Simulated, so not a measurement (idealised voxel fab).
Module name: voxel quadruple lines (process module)
Section cut is 190 nm wide and gridded with 5 nm square cells.
Square cells in a grid make up a cross-section in this document, and the grid is given as bands, listed from the top down, each one or more rows of cells. The entry gives the band's vertical extent as a top height and a bottom height in nm, then its horizontal make-up as materials from left to right, each with a width in nm. "empty" stands for empty space; a single material marked "edge to edge" fills the band edge to edge. Convention: height 0 is the level below which the wafer, as received, is all one material. The lowest band does not terminate at the bottom but continues downward, represented as "top 0, no bottom". Note: "30->40" means the width goes from the first number (top row of the band) to the second number (bottom row) in equal steps per row of cells. Step note "all unchanged" = no cross-section cell changed. Empty spaces counting at least 8 cells and having no open way to the top are listed in "Closed void inventory". The notation width x height at distance is used for each, the distance being from the left edge and all three values in nm. Text after the settings on a step's line: the simulator's own remark on that step. What "overlay nm" on a step's line means: if the step has a mask, that mask lay this far to the right of its planned place, or, when the value is negative, to the left.
-- Intended process steps
step 1: RECEIVE | material Si
step 2: CONFORMAL_DEP | material SiO2 | thk nm 10
step 3: DIRECTIONAL_DEP | material TiN | thk nm 10
step 4: DIRECTIONAL_DEP | material polySi | thk nm 20
step 5: DIRECTIONAL_DEP | material aC | thk nm 25
step 6: PATTERN | tone cover | mask id MANDREL | material resist | width nm 20 | thk nm 35 | overlay nm 0
step 7: DIRECTIONAL_ETCH | etch materials aC | depth nm 25
step 8: STRIP | etch materials resist
step 9: CONFORMAL_DEP | material SiO2 | thk nm 10
step 10: DIRECTIONAL_ETCH | etch materials SiO2 | depth nm 10
step 11: STRIP | etch materials aC
step 12: DIRECTIONAL_ETCH | etch materials polySi | depth nm 20
step 13: STRIP | etch materials SiO2
step 14: CONFORMAL_DEP | material SiN | thk nm 5
step 15: DIRECTIONAL_ETCH | etch materials SiN | depth nm 5
step 16: STRIP | etch materials polySi
step 17: DIRECTIONAL_ETCH | etch materials TiN | depth nm 10
step 18: STRIP | etch materials SiN
step 19: FILL_DEP | material SiO2 | thk nm 10
step 20: CMP | height nm 20
-- Incoming wafer, cross-sectional view, post step 1
> top 0, no bottom = Si edge to edge
> Closed void inventory: none
-- Sectioned view, first of two wafers, at the close of the module, processed as intended in the plan
> top 20, bottom 10 = SiO2 70 nm, then TiN 5 nm, then SiO2 10 nm, then TiN 5 nm, then SiO2 10 nm, then TiN 5 nm, then SiO2 10 nm, then TiN 5 nm, then SiO2 70 nm
> top 10, bottom 0 = SiO2 edge to edge
> top 0, no bottom = Si edge to edge
> Closed void inventory: none
-- Cross-sectional image of the second wafer of the two following completion of the module. Starting state and process plan were the same as for the first wafer; one execution error occurred
> top 20, bottom 10 = SiO2 60 nm, then TiN 5 nm, then SiO2 10 nm, then TiN 5 nm, then SiO2 10 nm, then TiN 5 nm, then SiO2 10 nm, then TiN 5 nm, then SiO2 80 nm
> top 10, bottom 0 = SiO2 edge to edge
> top 0, no bottom = Si edge to edge
> Closed void inventory: none
The plan and the run diverged here: step 6 ran with different settings than intended, the actual operation and settings being PATTERN | tone cover | mask id MANDREL | material resist | width nm 20 | thk nm 35 | overlay nm -10
The two final wafers agree on how many cells each material fills and disagree on which cells those are.
